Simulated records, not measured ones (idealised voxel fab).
This is a process module. Its name is voxel capacitor over wiring.
Cross-section cut: width 235 nm, square cells of 5 nm.
Reading order for cross-sections: top band down to bottom band. Underlying form: a grid of square cells. Band size: one or more rows of cells. The entry gives the band's vertical extent as a top height and a bottom height in nm, then its horizontal make-up as materials from left to right, each with a width in nm. "empty" stands for empty space; a single material marked "throughout" fills the band edge to edge. Convention: height 0 is the level below which the wafer, as received, is all one material. The lowest band does not terminate at the bottom but continues downward, represented as "top 0, no bottom". Width "30->40": first value at the band's top row of cells, second value at its bottom row, equal change from row to row. Take "same as before" at face value: in the step it is given for, the cross-section changed in none of its cells. Entry "Closed-off voids" = empty spaces >= 8 cells with no open way to the top; each as width x height at distance, distance from left edge, all nm. Read whatever lies past the settings on a step's line as the simulator's own remark about the step. What "overlay nm" on a step's line means: if the step has a mask, that mask lay this far to the right of its planned place, or, when the value is negative, to the left.

The process steps that were planned are listed below:
- 1: RECEIVE,material Si
- 2: CONFORMAL_DEP,material SiO2,thk nm 15
- 3: CONFORMAL_DEP,material SiCN,thk nm 5
- 4: DIRECTIONAL_DEP,material SiO2,thk nm 15
- 5: DIRECTIONAL_DEP,material aC,thk nm 10
- 6: PATTERN,tone open,mask id METAL_1,material resist,width nm 30,pitch nm 95,thk nm 25,overlay nm 0
- 7: DIRECTIONAL_ETCH,etch materials aC,depth nm 10
- 8: STRIP,etch materials resist
- 9: DIRECTIONAL_ETCH,etch materials SiO2,depth nm 15
- 10: DIRECTIONAL_ETCH,etch materials SiCN,depth nm 5
- 11: STRIP,etch materials aC
- 12: CONFORMAL_DEP,material TiN,thk nm 5
- 13: FILL_DEP,material Cu,thk nm 5
- 14: CMP,height nm 35
- 15: CONFORMAL_DEP,material SiCN,thk nm 5
- 16: DIRECTIONAL_DEP,material SiO2,thk nm 15
- 17: MASKED_ETCH,tone open,mask id PLUG_1,width nm 15,etch materials SiO2,depth nm 15,overlay nm 0
- 18: MASKED_ETCH,tone open,mask id PLUG_1,width nm 15,etch materials SiCN,depth nm 5,overlay nm 0
- 19: CONFORMAL_DEP,material TiN,thk nm 5
- 20: FILL_DEP,material Cu,thk nm 10
- 21: CMP,height nm 55
- 22: DIRECTIONAL_DEP,material TiN,thk nm 10
- 23: DIRECTIONAL_DEP,material SiN,thk nm 5
- 24: DIRECTIONAL_DEP,material TiN,thk nm 5
- 25: PATTERN,tone cover,mask id UPPER_PLATE,material resist,width nm 70,thk nm 20,overlay nm 0
- 26: DIRECTIONAL_ETCH,etch materials TiN,depth nm 5
- 27: DIRECTIONAL_ETCH,etch materials SiN,depth nm 5
- 28: STRIP,etch materials resist
- 29: PATTERN,tone cover,mask id LOWER_PLATE,material resist,width nm 80,thk nm 20,overlay nm 0
- 30: DIRECTIONAL_ETCH,etch materials TiN,depth nm 10
- 31: STRIP,etch materials resist
- 32: FILL_DEP,material SiO2,thk nm 20
- 33: CMP,height nm 90
- 34: DIRECTIONAL_DEP,material aC,thk nm 10
- 35: PATTERN,tone open,mask id PLUG_2,material resist,width nm 15,thk nm 30,overlay nm -15
- 36: DIRECTIONAL_ETCH,etch materials aC,depth nm 10
- 37: STRIP,etch materials resist
- 38: DIRECTIONAL_ETCH,etch materials SiO2,depth nm 15
- 39: STRIP,etch materials aC
- 40: CONFORMAL_DEP,material TiN,thk nm 5
- 41: FILL_DEP,material Ru,thk nm 10
- 42: CMP,height nm 90
- 43: CONFORMAL_DEP,material SiCN,thk nm 5
Heads up: all these wafers start the same, and what changes between them is the overlay nm in step 35. The value you see in the plan is just what the first wafer got.

This is how the first of several wafers looked in cross-section when it arrived, which is after step 1:
    top 0, no bottom | Si throughout
    Closed-off voids: none

Every row in this table is a wafer at the end of the module, and it gives, for each of the materials, the cells that wafer has gained (+) or lost (-) since it was received, then its closed voids:
overlay nm -15, +27 Cu, +2 Ru, +126 SiCN, +14 SiN, +638 SiO2, +86 TiN, Closed-off voids: none
overlay nm -10, +27 Cu, +2 Ru, +126 SiCN, +14 SiN, +638 SiO2, +86 TiN, Closed-off voids: none
overlay nm -5, +27 Cu, +2 Ru, +126 SiCN, +14 SiN, +638 SiO2, +86 TiN, Closed-off voids: none
overlay nm 0, +27 Cu, +2 Ru, +126 SiCN, +14 SiN, +638 SiO2, +86 TiN, Closed-off voids: none
overlay nm 5, +27 Cu, +2 Ru, +126 SiCN, +14 SiN, +638 SiO2, +86 TiN, Closed-off voids: none
overlay nm 10, +27 Cu, +2 Ru, +126 SiCN, +14 SiN, +638 SiO2, +86 TiN, Closed-off voids: none
overlay nm 15, +27 Cu, +2 Ru, +126 SiCN, +14 SiN, +638 SiO2, +86 TiN, Closed-off voids: none
